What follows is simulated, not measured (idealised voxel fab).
voxel transistor to metal: a process module
FYI the section here is cut, 290 nm wide, cells are 5 nm squares.
A cross-section is a grid of square cells, given in bands from the top down. A band is one or more rows of cells. First you get the band's top height and its bottom height, in nm, and then the materials it's made of, left to right, with each width in nm. If you see a single material with "full width", that one covers the band edge to edge. "blank" is empty space. Height is counted from the level 0, under which the received wafer is composed throughout of one material. The lowest of the bands is not closed at the bottom but continues downward, in the notation "0 down". Quick explanation for "30..40": the width changes in equal steps down the rows of cells, from the first number in the band's top row to the second number in its bottom row. Take "same as before" at face value: in the step it is given for, the cross-section changed in none of its cells. Under "Internal closed voids" you'll find the enclosed gaps, the ones with no way out to the top, that are 8 cells or bigger; each reads width x height at distance, with distance counted from the left edge, everything in nm. Anything after a step's settings on that line? It's the simulator's own note about the step. overlay nm: on a step with a mask, how far right of its planned place the mask lay; negative means left.

Set out below are the planned steps of the process
1) RECEIVE (material Si)
2) OXIDIZE (depth nm 5)
3) CONFORMAL_DEP (material SiN; thk nm 15)
4) DIRECTIONAL_DEP (material aC; thk nm 15)
5) PATTERN (tone cover; mask id ACTIVE; material resist; width nm 105; pitch nm 125; thk nm 30; overlay nm 0)
6) DIRECTIONAL_ETCH (etch materials aC; depth nm 15)
7) STRIP (etch materials resist)
8) DIRECTIONAL_ETCH (etch materials SiN; depth nm 15)
9) DIRECTIONAL_ETCH (etch materials SiO2; depth nm 5)
10) DIRECTIONAL_ETCH (etch materials Si; depth nm 25)
11) STRIP (etch materials aC)
12) OXIDIZE (depth nm 5)
13) FILL_DEP (material SiO2; thk nm 10)
14) CMP (height nm 15)
15) SELECTIVE_ETCH (etch materials SiO2; depth nm 15)
16) STRIP (etch materials SiN)
17) SELECTIVE_ETCH (etch materials SiO2; depth nm 5)
18) OXIDIZE (depth nm 5)
19) DIRECTIONAL_DEP (material polySi; thk nm 20)
20) DIRECTIONAL_DEP (material SiCN; thk nm 10)
21) MASKED_ETCH (tone cover; mask id GATE; width nm 25; pitch nm 125; etch materials SiCN; depth nm 20; overlay nm 0)
22) MASKED_ETCH (tone cover; mask id GATE; width nm 25; pitch nm 125; etch materials polySi; depth nm 30; overlay nm 0)
23) CONFORMAL_DEP (material SiO2; thk nm 5)
24) DIRECTIONAL_ETCH (etch materials SiO2; depth nm 5)
25) CONFORMAL_DEP (material SiN; thk nm 10)
26) DIRECTIONAL_ETCH (etch materials SiN; depth nm 10)
27) DIRECTIONAL_ETCH (etch materials SiO2; depth nm 5)
28) DIRECTIONAL_ETCH (etch materials Si; depth nm 15)
29) EPI (material nSi; thk nm 20)
30) FILL_DEP (material SiO2; thk nm 10)
31) CMP (height nm 25)
32) DIRECTIONAL_DEP (material SiO2; thk nm 15)
33) MASKED_ETCH (tone open; mask id CONTACT; width nm 20; etch materials SiO2; depth nm 30; overlay nm 0)
34) CONFORMAL_DEP (material TiN; thk nm 5)
35) FILL_DEP (material Ru; thk nm 5)
36) CMP (height nm 40)
37) CONFORMAL_DEP (material SiCN; thk nm 5)
38) DIRECTIONAL_DEP (material SiO2; thk nm 25)
39) DIRECTIONAL_DEP (material aC; thk nm 10)
40) PATTERN (tone open; mask id METAL_1; material resist; width nm 20; thk nm 30; overlay nm -15)
41) DIRECTIONAL_ETCH (etch materials aC; depth nm 10)
42) STRIP (etch materials resist)
43) DIRECTIONAL_ETCH (etch materials SiO2; depth nm 25)
44) DIRECTIONAL_ETCH (etch materials SiCN; depth nm 5)
45) STRIP (etch materials aC)
46) CONFORMAL_DEP (material TiN; thk nm 5)
47) FILL_DEP (material Cu; thk nm 10)
48) CMP (height nm 70)
49) CONFORMAL_DEP (material SiCN; thk nm 5)
50) DIRECTIONAL_DEP (material SiO2; thk nm 25)
51) PATTERN (tone open; mask id METAL_2; material resist; width nm 20; pitch nm 125; thk nm 20; overlay nm 0)
52) DIRECTIONAL_ETCH (etch materials SiO2; depth nm 15)
53) STRIP (etch materials resist)
54) DIRECTIONAL_DEP (material aC; thk nm 15)
55) PATTERN (tone open; mask id METAL_2_HOLES; material resist; width nm 15; pitch nm 125; thk nm 30; overlay nm 0)
56) DIRECTIONAL_ETCH (etch materials aC; depth nm 15)
57) STRIP (etch materials resist)
58) DIRECTIONAL_ETCH (etch materials SiO2; depth nm 10)
59) DIRECTIONAL_ETCH (etch materials SiCN; depth nm 5)
60) STRIP (etch materials aC)
61) CONFORMAL_DEP (material TiN; thk nm 5)
62) FILL_DEP (material Ru; thk nm 10)
63) CMP (height nm 100)
64) CONFORMAL_DEP (material SiCN; thk nm 5)
The plan's step 40 overlay nm is the first wafer's value; the wafers differ in this setting and start identical.

Cross-sectional view of the first of several wafers in the as-received condition, corresponding to the state following step 1
	0 down = Si full width
	Internal closed voids: none

Post step 64, the closing step of the module: first of several wafers, cross-sectioned
	105 to 100 = SiCN full width
	100 to 90 = SiO2 35 nm | TiN 5 nm | Ru 10 nm | TiN 5 nm | SiO2 105 nm | TiN 5 nm | Ru 10 nm | TiN 5 nm | SiO2 110 nm
	90 to 85 = SiO2 35 nm | TiN 5 nm | Ru 5 nm | TiN 10 nm | SiO2 105 nm | TiN 5 nm | Ru 5 nm | TiN 10 nm | SiO2 110 nm
	85 to 75 = SiO2 35 nm | TiN 5 nm | Ru 5 nm | TiN 5 nm | SiO2 110 nm | TiN 5 nm | Ru 5 nm | TiN 5 nm | SiO2 115 nm
	75 to 70 = SiCN 35 nm | TiN 15 nm | SiCN 110 nm | TiN 15 nm | SiCN 115 nm
	70 to 45 = SiO2 20 nm | TiN 5 nm | Cu 10 nm | TiN 5 nm | SiO2 55 nm | TiN 5 nm | Cu 10 nm | TiN 5 nm | SiO2 30 nm | TiN 5 nm | Cu 10 nm | TiN 5 nm | SiO2 55 nm | TiN 5 nm | Cu 10 nm | TiN 5 nm | SiO2 50 nm
	45 to 40 = SiCN 20 nm | TiN 20 nm | SiCN 55 nm | TiN 20 nm | SiCN 30 nm | TiN 20 nm | SiCN 55 nm | TiN 20 nm | SiCN 50 nm
	40 to 25 = SiO2 35 nm | TiN 5 nm | Ru 10 nm | TiN 5 nm | SiO2 55 nm | TiN 5 nm | Ru 10 nm | TiN 5 nm | SiO2 30 nm | TiN 5 nm | Ru 10 nm | TiN 5 nm | SiO2 55 nm | TiN 5 nm | Ru 10 nm | TiN 5 nm | SiO2 35 nm
	25 to 15 = SiO2 35 nm | TiN 5 nm | Ru 10 nm | TiN 5 nm | SiN 10 nm | SiO2 5 nm | SiCN 25 nm | SiO2 5 nm | SiN 10 nm | TiN 5 nm | Ru 10 nm | TiN 5 nm | SiO2 30 nm | TiN 5 nm | Ru 10 nm | TiN 5 nm | SiN 10 nm | SiO2 5 nm | SiCN 25 nm | SiO2 5 nm | SiN 10 nm | TiN 5 nm | Ru 10 nm | TiN 5 nm | SiO2 35 nm
	15 to 10 = SiO2 35 nm | TiN 20 nm | SiN 10 nm | SiO2 5 nm | polySi 25 nm | SiO2 5 nm | SiN 10 nm | TiN 20 nm | SiO2 30 nm | TiN 20 nm | SiN 10 nm | SiO2 5 nm | polySi 25 nm | SiO2 5 nm | SiN 10 nm | TiN 20 nm | SiO2 35 nm
	10 to -5 = SiO2 35 nm | nSi 20 nm | SiN 10 nm | SiO2 5 nm | polySi 25 nm | SiO2 5 nm | SiN 10 nm | nSi 20 nm | SiO2 30 nm | nSi 20 nm | SiN 10 nm | SiO2 5 nm | polySi 25 nm | SiO2 5 nm | SiN 10 nm | nSi 20 nm | SiO2 35 nm
	-5 to -10 = SiO2 30 nm | nSi 25 nm | SiO2 55 nm | nSi 25 nm | SiO2 20 nm | nSi 25 nm | SiO2 55 nm | nSi 25 nm | SiO2 30 nm
	-10 to -25 = SiO2 35 nm | nSi 20 nm | Si 55 nm | nSi 20 nm | SiO2 30 nm | nSi 20 nm | Si 55 nm | nSi 20 nm | SiO2 35 nm
	-25 to -35 = SiO2 35 nm | Si 95 nm | SiO2 30 nm | Si 95 nm | SiO2 35 nm
	-35 down = Si full width
	Internal closed voids: none

Cross-section, last wafer, module completion
	105 to 100 = SiCN full width
	100 to 90 = SiO2 35 nm | TiN 5 nm | Ru 10 nm | TiN 5 nm | SiO2 105 nm | TiN 5 nm | Ru 10 nm | TiN 5 nm | SiO2 110 nm
	90 to 85 = SiO2 35 nm | TiN 5 nm | Ru 5 nm | TiN 10 nm | SiO2 105 nm | TiN 5 nm | Ru 5 nm | TiN 10 nm | SiO2 110 nm
	85 to 75 = SiO2 35 nm | TiN 5 nm | Ru 5 nm | TiN 5 nm | SiO2 110 nm | TiN 5 nm | Ru 5 nm | TiN 5 nm | SiO2 115 nm
	75 to 70 = SiCN 35 nm | TiN 15 nm | SiCN 110 nm | TiN 15 nm | SiCN 115 nm
	70 to 45 = SiO2 50 nm | TiN 5 nm | Cu 10 nm | TiN 5 nm | SiO2 55 nm | TiN 5 nm | Cu 10 nm | TiN 5 nm | SiO2 30 nm | TiN 5 nm | Cu 10 nm | TiN 5 nm | SiO2 55 nm | TiN 5 nm | Cu 10 nm | TiN 5 nm | SiO2 20 nm
	45 to 40 = SiCN 50 nm | TiN 20 nm | SiCN 55 nm | TiN 20 nm | SiCN 30 nm | TiN 20 nm | SiCN 55 nm | TiN 20 nm | SiCN 20 nm
	40 to 25 = SiO2 35 nm | TiN 5 nm | Ru 10 nm | TiN 5 nm | SiO2 55 nm | TiN 5 nm | Ru 10 nm | TiN 5 nm | SiO2 30 nm | TiN 5 nm | Ru 10 nm | TiN 5 nm | SiO2 55 nm | TiN 5 nm | Ru 10 nm | TiN 5 nm | SiO2 35 nm
	25 to 15 = SiO2 35 nm | TiN 5 nm | Ru 10 nm | TiN 5 nm | SiN 10 nm | SiO2 5 nm | SiCN 25 nm | SiO2 5 nm | SiN 10 nm | TiN 5 nm | Ru 10 nm | TiN 5 nm | SiO2 30 nm | TiN 5 nm | Ru 10 nm | TiN 5 nm | SiN 10 nm | SiO2 5 nm | SiCN 25 nm | SiO2 5 nm | SiN 10 nm | TiN 5 nm | Ru 10 nm | TiN 5 nm | SiO2 35 nm
	15 to 10 = SiO2 35 nm | TiN 20 nm | SiN 10 nm | SiO2 5 nm | polySi 25 nm | SiO2 5 nm | SiN 10 nm | TiN 20 nm | SiO2 30 nm | TiN 20 nm | SiN 10 nm | SiO2 5 nm | polySi 25 nm | SiO2 5 nm | SiN 10 nm | TiN 20 nm | SiO2 35 nm
	10 to -5 = SiO2 35 nm | nSi 20 nm | SiN 10 nm | SiO2 5 nm | polySi 25 nm | SiO2 5 nm | SiN 10 nm | nSi 20 nm | SiO2 30 nm | nSi 20 nm | SiN 10 nm | SiO2 5 nm | polySi 25 nm | SiO2 5 nm | SiN 10 nm | nSi 20 nm | SiO2 35 nm
	-5 to -10 = SiO2 30 nm | nSi 25 nm | SiO2 55 nm | nSi 25 nm | SiO2 20 nm | nSi 25 nm | SiO2 55 nm | nSi 25 nm | SiO2 30 nm
	-10 to -25 = SiO2 35 nm | nSi 20 nm | Si 55 nm | nSi 20 nm | SiO2 30 nm | nSi 20 nm | Si 55 nm | nSi 20 nm | SiO2 35 nm
	-25 to -35 = SiO2 35 nm | Si 95 nm | SiO2 30 nm | Si 95 nm | SiO2 35 nm
	-35 down = Si full width
	Internal closed voids: none

Table: wafers, a row each; end-of-module cell change per material since receipt, gain (+), loss (-); then closed voids
overlay nm -15, +40 Cu, +54 Ru, -264 Si, +172 SiCN, +48 SiN, +872 SiO2, +140 TiN, +116 nSi, +40 polySi, Internal closed voids: none
overlay nm -10, +40 Cu, +54 Ru, -264 Si, +172 SiCN, +48 SiN, +872 SiO2, +140 TiN, +116 nSi, +40 polySi, Internal closed voids: none
overlay nm -5, +40 Cu, +54 Ru, -264 Si, +172 SiCN, +48 SiN, +872 SiO2, +140 TiN, +116 nSi, +40 polySi, Internal closed voids: none
overlay nm 0, +40 Cu, +54 Ru, -264 Si, +172 SiCN, +48 SiN, +872 SiO2, +140 TiN, +116 nSi, +40 polySi, Internal closed voids: none
overlay nm 5, +40 Cu, +54 Ru, -264 Si, +172 SiCN, +48 SiN, +872 SiO2, +140 TiN, +116 nSi, +40 polySi, Internal closed voids: none
overlay nm 10, +40 Cu, +54 Ru, -264 Si, +172 SiCN, +48 SiN, +872 SiO2, +140 TiN, +116 nSi, +40 polySi, Internal closed voids: none
overlay nm 15, +40 Cu, +54 Ru, -264 Si, +172 SiCN, +48 SiN, +872 SiO2, +140 TiN, +116 nSi, +40 polySi, Internal closed voids: none
